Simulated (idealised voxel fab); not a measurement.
process module | voxel lift off
cross-section cut | 230 nm wide | cells 5 nm
A cross-section is a grid of square cells, given in bands from the top down. A band is one or more rows of cells.
Each band's line starts with the height of the band's top and of its bottom, in nm. Then come its materials from left to right, each with its width in nm. One material with "throughout" fills the band from edge to edge. "air" is empty space.
Height 0 is the level under which the wafer as received is all one material. The lowest band goes on downwards, as in "0 down".
A width such as "30 to 40" changes by the same amount from each row of cells to the next, from the band's top row to its bottom row.
"no change" after a step means that no cell of the cross-section changed.
closed voids: empty space of 8 cells or more with no open way to the top, each as width x height at its distance from the left edge, in nm
after a step's settings: what the simulator itself notes on the step
overlay nm, on a step with a mask: how far to the right of its planned place the mask lay; to the left if negative
plan
1 op RECEIVE | material Si
2 op CONFORMAL_DEP | material SiN | thk nm 5
3 op PATTERN | tone open | mask id LINES | material resist | width nm 30 | pitch nm 55 | thk nm 15 | overlay nm 0
4 op DIRECTIONAL_DEP | material Ru | thk nm 5
5 op STRIP | etch materials resist
6 op CONFORMAL_DEP | material SiO2 | thk nm 10
first wafer, as planned
as received, after step 1
  0 down: Si throughout
  closed voids: none
after step 2
  5 to 0: SiN throughout
  below 0: unchanged
after step 3
  20 to 5: resist 45 | air 30 | resist 25 | air 30 | resist 25 | air 30 | resist 45
  below 5: unchanged
after step 4
  25 to 20: Ru 45 | air 30 | Ru 25 | air 30 | Ru 25 | air 30 | Ru 45
  20 to 10: resist 45 | air 30 | resist 25 | air 30 | resist 25 | air 30 | resist 45
  10 to 5: resist 45 | Ru 30 | resist 25 | Ru 30 | resist 25 | Ru 30 | resist 45
  below 5: unchanged
after step 5
  10 to 5: air 45 | Ru 30 | air 25 | Ru 30 | air 25 | Ru 30 | air 45
  below 5: unchanged
after step 6
  20 to 15: air 35 | SiO2 50 | air 5 | SiO2 50 | air 5 | SiO2 50 | air 35
  15 to 10: SiO2 throughout
  10 to 5: SiO2 45 | Ru 30 | SiO2 25 | Ru 30 | SiO2 25 | Ru 30 | SiO2 45
  below 5: unchanged
second wafer: like start, like plan, one mistake. Through step 4 it matches the first wafer
when step 5 should have ended
  10 to 5: air 45 | Ru 30 | air 25 | Ru 30 | air 25 | Ru 30 | air 45
  below 5: unchanged
when step 6 should have ended
  20 to 15: air 35 | SiO2 50 | air 5 | SiO2 50 | air 5 | SiO2 50 | air 35
  15 to 10: SiO2 throughout
  10 to 5: SiO2 45 | Ru 30 | SiO2 25 | Ru 30 | SiO2 25 | Ru 30 | SiO2 45
  below 5: unchanged
what went wrong: step 5 was run twice
at the end the two cross-sections are the same: no effect in what this model computes
